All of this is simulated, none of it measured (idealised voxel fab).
The following is a process module called voxel released beams.
This is section cut - it's 220 nm across, gridded in 5 nm square cells.
Think of the cross-section as a grid of square cells. We describe it in bands, top to bottom, and each band covers one or more rows of those cells. Read a band's entry like this: the first values are the height of its top and the height of its bottom in nm, and what follows is the sequence of materials from left to right, each with its width in nm. Note that "empty" is empty space, and that a single material marked "edge to edge" reaches across the band from edge to edge. Where do heights start? At 0: under that level the wafer as delivered is made of one material only. And the lowest band has no floor; it just carries on downward, as in "0 -> down". Width spec "30 to 40" -> top row of cells at first value, bottom row at second value, equal per-row change in between. "remained the same", as given for a step, is the statement that not any cell of the cross-section underwent a change during that step. Look at "Completely sealed voids" for the closed voids: empty spaces with no open path to the top, sized 8 cells or up. Each is width x height at distance, distance from the left edge, all nm. Whatever follows a step's settings on its line is a remark the simulator itself makes about that step. A step's line can hold "overlay nm"; with a mask on that step, the setting says how far right of the planned place the mask lay, while a negative setting says it lay to the left.
# Steps planned for the process
step 1: RECEIVE: material Si
step 2: CONFORMAL_DEP: material SiN, thk nm 5
step 3: DIRECTIONAL_DEP: material SiO2, thk nm 20
step 4: PATTERN: tone open, mask id ANCHOR, material resist, width nm 45, thk nm 20, overlay nm 0
step 5: DIRECTIONAL_ETCH: etch materials SiO2, depth nm 20
step 6: STRIP: etch materials resist
step 7: CONFORMAL_DEP: material W, thk nm 5
step 8: PATTERN: tone cover, mask id BEAM, material resist, width nm 95, thk nm 20, overlay nm 0
step 9: DIRECTIONAL_ETCH: etch materials W, depth nm 15
step 10: STRIP: etch materials resist
step 11: STRIP: etch materials SiO2
Wafers differ in thk nm at step 7; plan lists the first wafer's value; identical starting state.
# Incoming state of the first of several wafers in cross-section: after step 1
- 0 -> down | Si edge to edge
- Completely sealed voids: none
# So in this table every wafer gets its own row, and what you see is where it stands at the end of the module: for each material, how many cells it picked up (+) or gave up (-) since we received it, and after that its closed voids
thk nm 5 | +44 SiN | +27 W | Completely sealed voids: none
thk nm 10 | +44 SiN | +54 W | Completely sealed voids: none
thk nm 15 | +44 SiN | +81 W | Completely sealed voids: none
thk nm 20 | +44 SiN | +140 SiO2 | +133 W | Completely sealed voids: none
thk nm 25 | +44 SiN | +140 SiO2 | +181 W | Completely sealed voids: none
thk nm 30 | +44 SiN | +140 SiO2 | +225 W | Completely sealed voids: none
